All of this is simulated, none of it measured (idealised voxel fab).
The following is a process module called voxel local oxidation.
Section shown: cut. Width: 235 nm. Cell size: 5 nm, square.
Think of the cross-section as a grid of square cells. We describe it in bands, top to bottom, and each band covers one or more rows of those cells.
What a band's entry tells you: where the top is and where the bottom is, as heights in nm, and after that what lies inside, material by material from left to right, each with its width in nm. Empty space is written as the word "empty", and a single material marked with the word "throughout" occupies the band from edge to edge.
Ref level 0: as-received wafer is one material below here. Bottom band extends down with no lower bound ("0 down").
When a width is written as two numbers, as in "30..40", the first number is the width in the top row of cells of the band and the second is the width in its bottom row, and the width changes by the same amount from each row to the next.
"remained the same" means the step left every cell of the cross-section as it was.
Entry "Closed void inventory" = empty spaces >= 8 cells with no open way to the top; each as width x height at distance, distance from left edge, all nm.
Formally, on a step line, whatever follows the settings is a remark that the simulator itself makes on the step.
A step line may carry the setting "overlay nm", which, for steps involving a mask, states the distance by which the mask lay to the right of its intended position; negative values denote displacement to the left.
## So here's the lineup of process steps we planned
1) RECEIVE with material Si
2) OXIDIZE with depth nm 5
3) CONFORMAL_DEP with material SiN, thk nm 15
4) MASKED_ETCH with tone cover, mask id ACTIVE, width nm 110, etch materials SiN, depth nm 15, overlay nm 0
5) SELECTIVE_ETCH with etch materials SiO2, depth nm 5
6) OXIDIZE with depth nm 10
7) STRIP with etch materials SiN
## This is the cross-section of the wafer as we received it, i.e. after step 1
    0 down = Si throughout
    Closed void inventory: none
## First of two wafers: cross-section at end of module, run per plan
    0 to -5 = 65 nm empty  100 nm SiO2  70 nm empty
    -5 to -15 = 75 nm SiO2  80 nm Si  80 nm SiO2
    -15 down = Si throughout
    Closed void inventory: none
## Cross-section, second wafer: same start as the first, same plan as the first, one mistake in running it; taken at the end of the module
    -5 to -15 = SiO2 throughout
    -15 down = Si throughout
    Closed void inventory: none
What was done differently from what was planned? no execution of plan step 3; skipped
Cell-count delta at end, second wafer over first, by material: -32 Si, +12 SiO2
